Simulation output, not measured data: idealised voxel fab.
Process module under the name voxel self aligned contacts
Cross-section cut spans 215 nm and uses square cells 5 nm in size.
Bands, listed from the top down, are how a cross-section gets written in this document; the cross-section itself is a grid of square cells, and a band is one or more rows of them. Top, bottom (nm), then materials left to right with widths (nm); lone material tagged "throughout" fills the whole band edge to edge; "air" = empty space. The level at which height equals 0 is the one under which the wafer, as it arrives, is entirely one material. No lower edge exists for the bottom band, which continues downward and is notated as in "top 0, no bottom". Width: "30->40" (first number = top row, second number = bottom row, same change from row to row of cells). Take "no alterations made" at face value: in the step it is given for, the cross-section changed in none of its cells. "Enclosed internal cavities" contains a list of empty spaces, each no smaller than 8 cells and without an open way to the top, written in the form width x height at distance with the distance from the left edge and all three in nm. Read whatever lies past the settings on a step's line as the simulator's own remark about the step. A step line may carry the setting "overlay nm", which, for steps involving a mask, states the distance by which the mask lay to the right of its intended position; negative values denote displacement to the left.
# This section lists the process steps that were planned
1: RECEIVE with material Si
2: OXIDIZE with depth nm 5
3: DIRECTIONAL_DEP with material polySi, thk nm 20
4: DIRECTIONAL_DEP with material SiN, thk nm 15
5: DIRECTIONAL_DEP with material aC, thk nm 15
6: PATTERN with tone cover, mask id GATE, material resist, width nm 30, pitch nm 65, thk nm 30, overlay nm 0
7: DIRECTIONAL_ETCH with etch materials aC, depth nm 15
8: STRIP with etch materials resist
9: DIRECTIONAL_ETCH with etch materials SiN, depth nm 15
10: DIRECTIONAL_ETCH with etch materials polySi, depth nm 20
11: STRIP with etch materials aC
12: CONFORMAL_DEP with material SiN, thk nm 5
13: DIRECTIONAL_ETCH with etch materials SiN, depth nm 5
14: FILL_DEP with material SiO2, thk nm 15
15: CMP with height nm 45
16: DIRECTIONAL_DEP with material aC, thk nm 10
17: PATTERN with tone open, mask id CONTACT, material resist, width nm 45, pitch nm 65, thk nm 25, overlay nm 0
18: DIRECTIONAL_ETCH with etch materials aC, depth nm 10
19: STRIP with etch materials resist
20: DIRECTIONAL_ETCH with etch materials SiO2, depth nm 50
21: STRIP with etch materials aC
22: CONFORMAL_DEP with material TiN, thk nm 5
23: FILL_DEP with material W, thk nm 5
24: CMP with height nm 45
25: CONFORMAL_DEP with material SiN, thk nm 5
# Incoming wafer, cross-sectional view, post step 1
- top 0, no bottom: Si throughout
- Enclosed internal cavities: none
# Cross-section, end of module. Start: as above. Plan: as above. Execution: one mistake
- top 50, bottom 45: SiN throughout
- top 45, bottom 40: SiO2 20, SiN 40, TiN 5, W 15, TiN 5, SiN 40, TiN 5, W 15, TiN 5, SiN 40, SiO2 25
- top 40, bottom 35: SiO2 20, SiN 40, TiN 25, SiN 40, TiN 25, SiN 40, SiO2 25
- top 35, bottom 20: SiN throughout
- top 20, bottom 0: polySi throughout
- top 0, bottom -5: SiO2 throughout
- top -5, no bottom: Si throughout
- Enclosed internal cavities: none
Deviation noted in wafer processing: twice, step 4 of the plan was run
